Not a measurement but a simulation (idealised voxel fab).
Process module in this document: voxel wiring stack
Cross-sectional view cut (width: 265 nm; square cell size: 5 nm).
We lay out every cross-section as a grid of square cells and spell it out in bands from the top down, where one band means one or more rows of cells.
Top, bottom (nm), then materials left to right with widths (nm); lone material tagged "edge to edge" fills the whole band edge to edge; "blank" = empty space.
Heights are reckoned from 0. Under this level, the received wafer is all of one material. The bottommost band is open-ended downward, for example "from 0 down".
Width "30..40": first value at the band's top row of cells, second value at its bottom row, equal change from row to row.
Step note "nothing was modified" = no cross-section cell changed.
Look at "Cavities, sealed" for the closed voids: empty spaces with no open path to the top, sized 8 cells or up. Each is width x height at distance, distance from the left edge, all nm.
Where a step's line continues beyond its settings, the continuation is a remark by the simulator itself on that step.
The setting "overlay nm" may be written on the line of a step. When the step uses a mask, the value reports how far to the right of the planned place the mask lay, and a negative value reports that it lay to the left.

## Listed below are the process steps as planned
- 1: RECEIVE, material Si
- 2: CONFORMAL_DEP, material SiO2, thk nm 15
- 3: DIRECTIONAL_DEP, material TiN, thk nm 5
- 4: DIRECTIONAL_DEP, material Ru, thk nm 20
- 5: MASKED_ETCH, tone cover, mask id METAL_1, width nm 30, pitch nm 50, etch materials Ru, depth nm 20, overlay nm 0
- 6: MASKED_ETCH, tone cover, mask id METAL_1, width nm 30, pitch nm 50, etch materials TiN, depth nm 5, overlay nm 0
- 7: FILL_DEP, material SiO2, thk nm 5
- 8: CMP, height nm 40
- 9: CONFORMAL_DEP, material SiCN, thk nm 5
- 10: DIRECTIONAL_DEP, material lowk, thk nm 15
- 11: MASKED_ETCH, tone open, mask id PLUG_1, width nm 15, pitch nm 100, etch materials lowk, depth nm 15, overlay nm 0
- 12: MASKED_ETCH, tone open, mask id PLUG_1, width nm 15, pitch nm 100, etch materials SiCN, depth nm 5, overlay nm 0
- 13: CONFORMAL_DEP, material TiN, thk nm 5
- 14: FILL_DEP, material Cu, thk nm 10
- 15: CMP, height nm 60
- 16: DIRECTIONAL_DEP, material TiN, thk nm 5
- 17: DIRECTIONAL_DEP, material Ru, thk nm 15
- 18: DIRECTIONAL_DEP, material aC, thk nm 15
- 19: PATTERN, tone cover, mask id METAL_2, material resist, width nm 30, pitch nm 50, thk nm 30, overlay nm 0
- 20: DIRECTIONAL_ETCH, etch materials aC, depth nm 15
- 21: STRIP, etch materials resist
- 22: DIRECTIONAL_ETCH, etch materials Ru, depth nm 15
- 23: DIRECTIONAL_ETCH, etch materials TiN, depth nm 5
- 24: STRIP, etch materials aC
- 25: CONFORMAL_DEP, material SiCN, thk nm 5
- 26: FILL_DEP, material lowk, thk nm 5
- 27: CMP, height nm 80
- 28: CONFORMAL_DEP, material SiCN, thk nm 5
- 29: DIRECTIONAL_DEP, material SiO2, thk nm 15
- 30: MASKED_ETCH, tone open, mask id PLUG_2, width nm 15, pitch nm 100, etch materials SiO2, depth nm 15, overlay nm 0
- 31: MASKED_ETCH, tone open, mask id PLUG_2, width nm 15, pitch nm 100, etch materials SiCN, depth nm 5, overlay nm 0
- 32: EPI, material Ru, thk nm 10
- 33: EPI, material Ru, thk nm 10
- 34: DIRECTIONAL_DEP, material TiN, thk nm 5
- 35: DIRECTIONAL_DEP, material Ru, thk nm 20
- 36: MASKED_ETCH, tone cover, mask id METAL_3, width nm 30, pitch nm 50, etch materials Ru, depth nm 20, overlay nm 0
- 37: MASKED_ETCH, tone cover, mask id METAL_3, width nm 30, pitch nm 50, etch materials TiN, depth nm 5, overlay nm 0
- 38: FILL_DEP, material SiO2, thk nm 5
- 39: CMP, height nm 125
- 40: CONFORMAL_DEP, material SiCN, thk nm 5
- 41: DIRECTIONAL_DEP, material lowk, thk nm 15
- 42: MASKED_ETCH, tone open, mask id PLUG_3, width nm 15, pitch nm 50, etch materials lowk, depth nm 15, overlay nm 0
- 43: MASKED_ETCH, tone open, mask id PLUG_3, width nm 15, pitch nm 50, etch materials SiCN, depth nm 5, overlay nm 0
- 44: EPI, material Ru, thk nm 10
- 45: EPI, material Ru, thk nm 10
- 46: CONFORMAL_DEP, material SiN, thk nm 5
- 47: DIRECTIONAL_DEP, material lowk, thk nm 15
- 48: MASKED_ETCH, tone open, mask id METAL_4, width nm 30, pitch nm 50, etch materials lowk, depth nm 15, overlay nm 0
- 49: MASKED_ETCH, tone open, mask id METAL_4, width nm 30, pitch nm 50, etch materials SiN, depth nm 5, overlay nm 0
- 50: CONFORMAL_DEP, material TiN, thk nm 5
- 51: FILL_DEP, material Ru, thk nm 10
- 52: CMP, height nm 165
- 53: CONFORMAL_DEP, material SiCN, thk nm 5

## What follows covers the first of two wafers; it ran as planned

## As-received wafer cross-section (after step 1)
- from 0 down: Si edge to edge
- Cavities, sealed: none

## Step 2 complete: cross-section through the wafer
- from 15 to 0: SiO2 edge to edge
- Everything under 0 stays put, no change at all.

## Step 3 complete: cross-section through the wafer
- from 20 to 15: TiN edge to edge
- Everything under 15 stays put, no change at all.

## Step 4 complete: cross-section through the wafer
- from 40 to 20: Ru edge to edge
- Everything under 20 stays put, no change at all.

## Step 5 complete: cross-section through the wafer
- from 40 to 20: 40 blank, 30 Ru, 20 blank, 30 Ru, 20 blank, 30 Ru, 20 blank, 30 Ru, 45 blank
- Everything under 20 stays put, no change at all.

## Step 6 complete: cross-section through the wafer
- from 40 to 20: 40 blank, 30 Ru, 20 blank, 30 Ru, 20 blank, 30 Ru, 20 blank, 30 Ru, 45 blank
- from 20 to 15: 40 blank, 30 TiN, 20 blank, 30 TiN, 20 blank, 30 TiN, 20 blank, 30 TiN, 45 blank
- Everything under 15 stays put, no change at all.

## Step 7 complete: cross-section through the wafer
- from 45 to 40: SiO2 edge to edge
- from 40 to 20: 40 SiO2, 30 Ru, 20 SiO2, 30 Ru, 20 SiO2, 30 Ru, 20 SiO2, 30 Ru, 45 SiO2
- from 20 to 15: 40 SiO2, 30 TiN, 20 SiO2, 30 TiN, 20 SiO2, 30 TiN, 20 SiO2, 30 TiN, 45 SiO2
- Everything under 15 stays put, no change at all.

## Step 8 complete: cross-section through the wafer
- from 40 to 20: 40 SiO2, 30 Ru, 20 SiO2, 30 Ru, 20 SiO2, 30 Ru, 20 SiO2, 30 Ru, 45 SiO2
- Everything under 20 stays put, no change at all.

## Step 9 complete: cross-section through the wafer
- from 45 to 40: SiCN edge to edge
- Everything under 40 stays put, no change at all.

## Step 10 complete: cross-section through the wafer
- from 60 to 45: lowk edge to edge
- Everything under 45 stays put, no change at all.

## Step 11 complete: cross-section through the wafer
- from 60 to 45: 40 lowk, 15 blank, 85 lowk, 15 blank, 110 lowk
- Everything under 45 stays put, no change at all.

## Step 12 complete: cross-section through the wafer
- from 60 to 45: 40 lowk, 15 blank, 85 lowk, 15 blank, 110 lowk
- from 45 to 40: 40 SiCN, 15 blank, 85 SiCN, 15 blank, 110 SiCN
- Everything under 40 stays put, no change at all.

## Step 13 complete: cross-section through the wafer
- from 65 to 60: 45 TiN, 5 blank, 95 TiN, 5 blank, 115 TiN
- from 60 to 45: 40 lowk, 5 TiN, 5 blank, 5 TiN, 85 lowk, 5 TiN, 5 blank, 5 TiN, 110 lowk
- from 45 to 40: 40 SiCN, 15 TiN, 85 SiCN, 15 TiN, 110 SiCN
- Everything under 40 stays put, no change at all.

## Step 14 complete: cross-section through the wafer
- from 75 to 65: Cu edge to edge
- from 65 to 60: 45 TiN, 5 Cu, 95 TiN, 5 Cu, 115 TiN
- from 60 to 45: 40 lowk, 5 TiN, 5 Cu, 5 TiN, 85 lowk, 5 TiN, 5 Cu, 5 TiN, 110 lowk
- Everything under 45 stays put, no change at all.

## Step 15 complete: cross-section through the wafer
- from 60 to 45: 40 lowk, 5 TiN, 5 Cu, 5 TiN, 85 lowk, 5 TiN, 5 Cu, 5 TiN, 110 lowk
- Everything under 45 stays put, no change at all.

## Step 16 complete: cross-section through the wafer
- from 65 to 60: TiN edge to edge
- Everything under 60 stays put, no change at all.

## Step 17 complete: cross-section through the wafer
- from 80 to 65: Ru edge to edge
- Everything under 65 stays put, no change at all.

## Step 18 complete: cross-section through the wafer
- from 95 to 80: aC edge to edge
- Everything under 80 stays put, no change at all.

## Step 19 complete: cross-section through the wafer
- from 125 to 95: 40 blank, 30 resist, 20 blank, 30 resist, 20 blank, 30 resist, 20 blank, 30 resist, 45 blank
- Everything under 95 stays put, no change at all.

## Step 20 complete: cross-section through the wafer
- from 110 to 95: 40 blank, 30 resist, 20 blank, 30 resist, 20 blank, 30 resist, 20 blank, 30 resist, 45 blank
- from 95 to 80: 40 blank, 30 aC, 20 blank, 30 aC, 20 blank, 30 aC, 20 blank, 30 aC, 45 blank
- Everything under 80 stays put, no change at all.

## Step 21 complete: cross-section through the wafer
- from 95 to 80: 40 blank, 30 aC, 20 blank, 30 aC, 20 blank, 30 aC, 20 blank, 30 aC, 45 blank
- Everything under 80 stays put, no change at all.

## Step 22 complete: cross-section through the wafer
- from 95 to 80: 40 blank, 30 aC, 20 blank, 30 aC, 20 blank, 30 aC, 20 blank, 30 aC, 45 blank
- from 80 to 65: 40 blank, 30 Ru, 20 blank, 30 Ru, 20 blank, 30 Ru, 20 blank, 30 Ru, 45 blank
- Everything under 65 stays put, no change at all.

## Step 23 complete: cross-section through the wafer
- from 95 to 80: 40 blank, 30 aC, 20 blank, 30 aC, 20 blank, 30 aC, 20 blank, 30 aC, 45 blank
- from 80 to 65: 40 blank, 30 Ru, 20 blank, 30 Ru, 20 blank, 30 Ru, 20 blank, 30 Ru, 45 blank
- from 65 to 60: 40 blank, 30 TiN, 20 blank, 30 TiN, 20 blank, 30 TiN, 20 blank, 30 TiN, 45 blank
- Everything under 60 stays put, no change at all.

## Step 24 complete: cross-section through the wafer
- from 80 to 65: 40 blank, 30 Ru, 20 blank, 30 Ru, 20 blank, 30 Ru, 20 blank, 30 Ru, 45 blank
- Everything under 65 stays put, no change at all.

## Step 25 complete: cross-section through the wafer
- from 85 to 80: 35 blank, 40 SiCN, 10 blank, 40 SiCN, 10 blank, 40 SiCN, 10 blank, 40 SiCN, 40 blank
- from 80 to 65: 35 blank, 5 SiCN, 30 Ru, 5 SiCN, 10 blank, 5 SiCN, 30 Ru, 5 SiCN, 10 blank, 5 SiCN, 30 Ru, 5 SiCN, 10 blank, 5 SiCN, 30 Ru, 5 SiCN, 40 blank
- from 65 to 60: 40 SiCN, 30 TiN, 20 SiCN, 30 TiN, 20 SiCN, 30 TiN, 20 SiCN, 30 TiN, 45 SiCN
- Everything under 60 stays put, no change at all.

## Step 26 complete: cross-section through the wafer
- from 90 to 85: lowk edge to edge
- from 85 to 80: 35 lowk, 40 SiCN, 10 lowk, 40 SiCN, 10 lowk, 40 SiCN, 10 lowk, 40 SiCN, 40 lowk
- from 80 to 65: 35 lowk, 5 SiCN, 30 Ru, 5 SiCN, 10 lowk, 5 SiCN, 30 Ru, 5 SiCN, 10 lowk, 5 SiCN, 30 Ru, 5 SiCN, 10 lowk, 5 SiCN, 30 Ru, 5 SiCN, 40 lowk
- Everything under 65 stays put, no change at all.

## Step 27 complete: cross-section through the wafer
- from 80 to 65: 35 lowk, 5 SiCN, 30 Ru, 5 SiCN, 10 lowk, 5 SiCN, 30 Ru, 5 SiCN, 10 lowk, 5 SiCN, 30 Ru, 5 SiCN, 10 lowk, 5 SiCN, 30 Ru, 5 SiCN, 40 lowk
- Everything under 65 stays put, no change at all.

## Step 28 complete: cross-section through the wafer
- from 85 to 80: SiCN edge to edge
- Everything under 80 stays put, no change at all.

## Step 29 complete: cross-section through the wafer
- from 100 to 85: SiO2 edge to edge
- Everything under 85 stays put, no change at all.

## Step 30 complete: cross-section through the wafer
- from 100 to 85: 40 SiO2, 15 blank, 85 SiO2, 15 blank, 110 SiO2
- Everything under 85 stays put, no change at all.

## Step 31 complete: cross-section through the wafer
- from 100 to 85: 40 SiO2, 15 blank, 85 SiO2, 15 blank, 110 SiO2
- from 85 to 80: 40 SiCN, 15 blank, 85 SiCN, 15 blank, 110 SiCN
- Everything under 80 stays put, no change at all.

## Step 32 complete: cross-section through the wafer
- from 100 to 90: 40 SiO2, 15 blank, 85 SiO2, 15 blank, 110 SiO2
- from 90 to 85: 40 SiO2, 15 Ru, 85 SiO2, 15 Ru, 110 SiO2
- from 85 to 80: 40 SiCN, 15 Ru, 85 SiCN, 15 Ru, 110 SiCN
- Everything under 80 stays put, no change at all.

## Step 33 complete: cross-section through the wafer
- from 100 to 85: 40 SiO2, 15 Ru, 85 SiO2, 15 Ru, 110 SiO2
- Everything under 85 stays put, no change at all.

## Step 34 complete: cross-section through the wafer
- from 105 to 100: TiN edge to edge
- Everything under 100 stays put, no change at all.

## Step 35 complete: cross-section through the wafer
- from 125 to 105: Ru edge to edge
- Everything under 105 stays put, no change at all.

## Step 36 complete: cross-section through the wafer
- from 125 to 105: 40 blank, 30 Ru, 20 blank, 30 Ru, 20 blank, 30 Ru, 20 blank, 30 Ru, 45 blank
- Everything under 105 stays put, no change at all.

## Step 37 complete: cross-section through the wafer
- from 125 to 105: 40 blank, 30 Ru, 20 blank, 30 Ru, 20 blank, 30 Ru, 20 blank, 30 Ru, 45 blank
- from 105 to 100: 40 blank, 30 TiN, 20 blank, 30 TiN, 20 blank, 30 TiN, 20 blank, 30 TiN, 45 blank
- Everything under 100 stays put, no change at all.

## Step 38 complete: cross-section through the wafer
- from 130 to 125: SiO2 edge to edge
- from 125 to 105: 40 SiO2, 30 Ru, 20 SiO2, 30 Ru, 20 SiO2, 30 Ru, 20 SiO2, 30 Ru, 45 SiO2
- from 105 to 100: 40 SiO2, 30 TiN, 20 SiO2, 30 TiN, 20 SiO2, 30 TiN, 20 SiO2, 30 TiN, 45 SiO2
- Everything under 100 stays put, no change at all.

## Step 39 complete: cross-section through the wafer
- from 125 to 105: 40 SiO2, 30 Ru, 20 SiO2, 30 Ru, 20 SiO2, 30 Ru, 20 SiO2, 30 Ru, 45 SiO2
- Everything under 105 stays put, no change at all.

## Step 40 complete: cross-section through the wafer
- from 130 to 125: SiCN edge to edge
- Everything under 125 stays put, no change at all.

## Step 41 complete: cross-section through the wafer
- from 145 to 130: lowk edge to edge
- Everything under 130 stays put, no change at all.

## Step 42 complete: cross-section through the wafer
- from 145 to 130: 40 lowk, 15 blank, 35 lowk, 15 blank, 35 lowk, 15 blank, 35 lowk, 15 blank, 60 lowk
- Everything under 130 stays put, no change at all.

## Step 43 complete: cross-section through the wafer
- from 145 to 130: 40 lowk, 15 blank, 35 lowk, 15 blank, 35 lowk, 15 blank, 35 lowk, 15 blank, 60 lowk
- from 130 to 125: 40 SiCN, 15 blank, 35 SiCN, 15 blank, 35 SiCN, 15 blank, 35 SiCN, 15 blank, 60 SiCN
- Everything under 125 stays put, no change at all.

## Step 44 complete: cross-section through the wafer
- from 145 to 135: 40 lowk, 15 blank, 35 lowk, 15 blank, 35 lowk, 15 blank, 35 lowk, 15 blank, 60 lowk
- from 135 to 130: 40 lowk, 15 Ru, 35 lowk, 15 Ru, 35 lowk, 15 Ru, 35 lowk, 15 Ru, 60 lowk
- from 130 to 125: 40 SiCN, 15 Ru, 35 SiCN, 15 Ru, 35 SiCN, 15 Ru, 35 SiCN, 15 Ru, 60 SiCN
- Everything under 125 stays put, no change at all.

## Step 45 complete: cross-section through the wafer
- from 145 to 130: 40 lowk, 15 Ru, 35 lowk, 15 Ru, 35 lowk, 15 Ru, 35 lowk, 15 Ru, 60 lowk
- Everything under 130 stays put, no change at all.

## Step 46 complete: cross-section through the wafer
- from 150 to 145: SiN edge to edge
- Everything under 145 stays put, no change at all.

## Step 47 complete: cross-section through the wafer
- from 165 to 150: lowk edge to edge
- Everything under 150 stays put, no change at all.

## Step 48 complete: cross-section through the wafer
- from 165 to 150: 40 lowk, 30 blank, 20 lowk, 30 blank, 20 lowk, 30 blank, 20 lowk, 30 blank, 45 lowk
- Everything under 150 stays put, no change at all.

## Step 49 complete: cross-section through the wafer
- from 165 to 150: 40 lowk, 30 blank, 20 lowk, 30 blank, 20 lowk, 30 blank, 20 lowk, 30 blank, 45 lowk
- from 150 to 145: 40 SiN, 30 blank, 20 SiN, 30 blank, 20 SiN, 30 blank, 20 SiN, 30 blank, 45 SiN
- Everything under 145 stays put, no change at all.

## Step 50 complete: cross-section through the wafer
- from 170 to 165: 45 TiN, 20 blank, 30 TiN, 20 blank, 30 TiN, 20 blank, 30 TiN, 20 blank, 50 TiN
- from 165 to 150: 40 lowk, 5 TiN, 20 blank, 5 TiN, 20 lowk, 5 TiN, 20 blank, 5 TiN, 20 lowk, 5 TiN, 20 blank, 5 TiN, 20 lowk, 5 TiN, 20 blank, 5 TiN, 45 lowk
- from 150 to 145: 40 SiN, 30 TiN, 20 SiN, 30 TiN, 20 SiN, 30 TiN, 20 SiN, 30 TiN, 45 SiN
- Everything under 145 stays put, no change at all.

## Step 51 complete: cross-section through the wafer
- from 180 to 170: Ru edge to edge
- from 170 to 165: 45 TiN, 20 Ru, 30 TiN, 20 Ru, 30 TiN, 20 Ru, 30 TiN, 20 Ru, 50 TiN
- from 165 to 150: 40 lowk, 5 TiN, 20 Ru, 5 TiN, 20 lowk, 5 TiN, 20 Ru, 5 TiN, 20 lowk, 5 TiN, 20 Ru, 5 TiN, 20 lowk, 5 TiN, 20 Ru, 5 TiN, 45 lowk
- Everything under 150 stays put, no change at all.

## Step 52 complete: cross-section through the wafer
- from 165 to 150: 40 lowk, 5 TiN, 20 Ru, 5 TiN, 20 lowk, 5 TiN, 20 Ru, 5 TiN, 20 lowk, 5 TiN, 20 Ru, 5 TiN, 20 lowk, 5 TiN, 20 Ru, 5 TiN, 45 lowk
- Everything under 150 stays put, no change at all.

## Step 53 complete: cross-section through the wafer
- from 170 to 165: SiCN edge to edge
- Everything under 165 stays put, no change at all.

## Second of two: same start, same plan, one run error; steps up to and including 40 match the first

## Cross-sectional view of the second wafer at the intended end time of process step 41
- from 145 to 130: SiO2 edge to edge
- Everything under 130 stays put, no change at all.

Cross-sectional view of the second wafer at the intended end time of process step 42: nothing was modified

Cross-sectional view of the second wafer at the intended end time of process step 43: nothing was modified

Cross-sectional view of the second wafer at the intended end time of process step 44: nothing was modified

Cross-sectional view of the second wafer at the intended end time of process step 45: nothing was modified

## Cross-sectional view of the second wafer at the intended end time of process step 46
- from 150 to 145: SiN edge to edge
- Everything under 145 stays put, no change at all.

## Cross-sectional view of the second wafer at the intended end time of process step 47
- from 165 to 150: lowk edge to edge
- Everything under 150 stays put, no change at all.

## Cross-sectional view of the second wafer at the intended end time of process step 48
- from 165 to 150: 40 lowk, 30 blank, 20 lowk, 30 blank, 20 lowk, 30 blank, 20 lowk, 30 blank, 45 lowk
- Everything under 150 stays put, no change at all.

## Cross-sectional view of the second wafer at the intended end time of process step 49
- from 165 to 150: 40 lowk, 30 blank, 20 lowk, 30 blank, 20 lowk, 30 blank, 20 lowk, 30 blank, 45 lowk
- from 150 to 145: 40 SiN, 30 blank, 20 SiN, 30 blank, 20 SiN, 30 blank, 20 SiN, 30 blank, 45 SiN
- Everything under 145 stays put, no change at all.

## Cross-sectional view of the second wafer at the intended end time of process step 50
- from 170 to 165: 45 TiN, 20 blank, 30 TiN, 20 blank, 30 TiN, 20 blank, 30 TiN, 20 blank, 50 TiN
- from 165 to 150: 40 lowk, 5 TiN, 20 blank, 5 TiN, 20 lowk, 5 TiN, 20 blank, 5 TiN, 20 lowk, 5 TiN, 20 blank, 5 TiN, 20 lowk, 5 TiN, 20 blank, 5 TiN, 45 lowk
- from 150 to 145: 40 SiN, 30 TiN, 20 SiN, 30 TiN, 20 SiN, 30 TiN, 20 SiN, 30 TiN, 45 SiN
- Everything under 145 stays put, no change at all.

## Cross-sectional view of the second wafer at the intended end time of process step 51
- from 180 to 170: Ru edge to edge
- from 170 to 165: 45 TiN, 20 Ru, 30 TiN, 20 Ru, 30 TiN, 20 Ru, 30 TiN, 20 Ru, 50 TiN
- from 165 to 150: 40 lowk, 5 TiN, 20 Ru, 5 TiN, 20 lowk, 5 TiN, 20 Ru, 5 TiN, 20 lowk, 5 TiN, 20 Ru, 5 TiN, 20 lowk, 5 TiN, 20 Ru, 5 TiN, 45 lowk
- Everything under 150 stays put, no change at all.

## Cross-sectional view of the second wafer at the intended end time of process step 52
- from 165 to 150: 40 lowk, 5 TiN, 20 Ru, 5 TiN, 20 lowk, 5 TiN, 20 Ru, 5 TiN, 20 lowk, 5 TiN, 20 Ru, 5 TiN, 20 lowk, 5 TiN, 20 Ru, 5 TiN, 45 lowk
- Everything under 150 stays put, no change at all.

## Cross-sectional view of the second wafer at the intended end time of process step 53
- from 170 to 165: SiCN edge to edge
- Everything under 165 stays put, no change at all.
Misprocessing identified: not per plan at step 41, really ran DIRECTIONAL_DEP, material SiO2, thk nm 15
Per the end-of-run cell counts, the second wafer holds more or fewer of some materials than the first: Ru -48 | SiCN +12 | SiO2 +159 | lowk -123
